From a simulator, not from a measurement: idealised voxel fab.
process module | voxel wiring stack
cross-section cut | 180 nm wide | cells 5 nm
A cross-section is a grid of square cells, given in bands from the top down. A band is one or more rows of cells.
Each band's line starts with the height of the band's top and of its bottom, in nm. Then come its materials from left to right, each with its width in nm. One material with "throughout" fills the band from edge to edge. "air" is empty space.
Height 0 is the level under which the wafer as received is all one material. The lowest band goes on downwards, as in "0 down".
A width such as "30 to 40" changes by the same amount from each row of cells to the next, from the band's top row to its bottom row.
"no change" after a step means that no cell of the cross-section changed.
closed voids: empty space of 8 cells or more with no open way to the top, each as width x height at its distance from the left edge, in nm
after a step's settings: what the simulator itself notes on the step
overlay nm, on a step with a mask: how far to the right of its planned place the mask lay; to the left if negative
plan
1 op RECEIVE | material Si
2 op CONFORMAL_DEP | material SiO2 | thk nm 10
3 op DIRECTIONAL_DEP | material TiN | thk nm 5
4 op DIRECTIONAL_DEP | material W | thk nm 5
5 op DIRECTIONAL_DEP | material aC | thk nm 15
6 op PATTERN | tone cover | mask id METAL_1 | material resist | width nm 20 | pitch nm 45 | thk nm 30 | overlay nm 0
7 op DIRECTIONAL_ETCH | etch materials aC | depth nm 15
8 op STRIP | etch materials resist
9 op DIRECTIONAL_ETCH | etch materials W | depth nm 15
10 op DIRECTIONAL_ETCH | etch materials TiN | depth nm 5
11 op STRIP | etch materials aC
12 op FILL_DEP | material SiO2 | thk nm 10
13 op CMP | height nm 30
14 op CONFORMAL_DEP | material SiCN | thk nm 5
15 op DIRECTIONAL_DEP | material lowk | thk nm 35
16 op DIRECTIONAL_DEP | material aC | thk nm 15
17 op PATTERN | tone open | mask id METAL_2_HOLES | material resist | width nm 15 | thk nm 35 | overlay nm 0
18 op DIRECTIONAL_ETCH | etch materials aC | depth nm 15
19 op STRIP | etch materials resist
20 op DIRECTIONAL_ETCH | etch materials lowk | depth nm 35
21 op STRIP | etch materials aC
22 op DIRECTIONAL_DEP | material aC | thk nm 15
23 op PATTERN | tone open | mask id METAL_2 | material resist | width nm 20 | pitch nm 45 | thk nm 30 | overlay nm 0
24 op DIRECTIONAL_ETCH | etch materials aC | depth nm 15
25 op STRIP | etch materials resist
26 op DIRECTIONAL_ETCH | etch materials lowk | depth nm 20
27 op DIRECTIONAL_ETCH | etch materials SiCN | depth nm 5
28 op STRIP | etch materials aC
29 op CONFORMAL_DEP | material TiN | thk nm 5
30 op FILL_DEP | material Cu | thk nm 5
31 op CMP | height nm 70
32 op CONFORMAL_DEP | material SiN | thk nm 5
varied across the wafers: thk nm of step 4. The plan shows the first wafer's value. All wafers start alike
first wafer as received, after step 1
  0 down: Si throughout
  closed voids: none
each wafer at the end: cells of each material gained (+) or lost (-) since it was received, then its closed voids
thk nm 5 | +16 Cu | +33 SiCN | +36 SiN | +200 SiO2 | +36 TiN | +8 W | +211 lowk | closed voids: none
thk nm 10 | +16 Cu | +33 SiCN | +36 SiN | +192 SiO2 | +36 TiN | +16 W | +211 lowk | closed voids: none
thk nm 15 | +16 Cu | +33 SiCN | +36 SiN | +184 SiO2 | +36 TiN | +24 W | +211 lowk | closed voids: none
thk nm 20 | +16 Cu | +33 SiCN | +36 SiN | +128 SiO2 | +64 TiN | +52 W | +211 lowk | closed voids: none
thk nm 25 | +16 Cu | +33 SiCN | +36 SiN | +100 SiO2 | +64 TiN | +80 W | +211 lowk | closed voids: none
thk nm 30 | +16 Cu | +33 SiCN | +36 SiN | +72 SiO2 | +64 TiN | +108 W | +211 lowk | closed voids: none
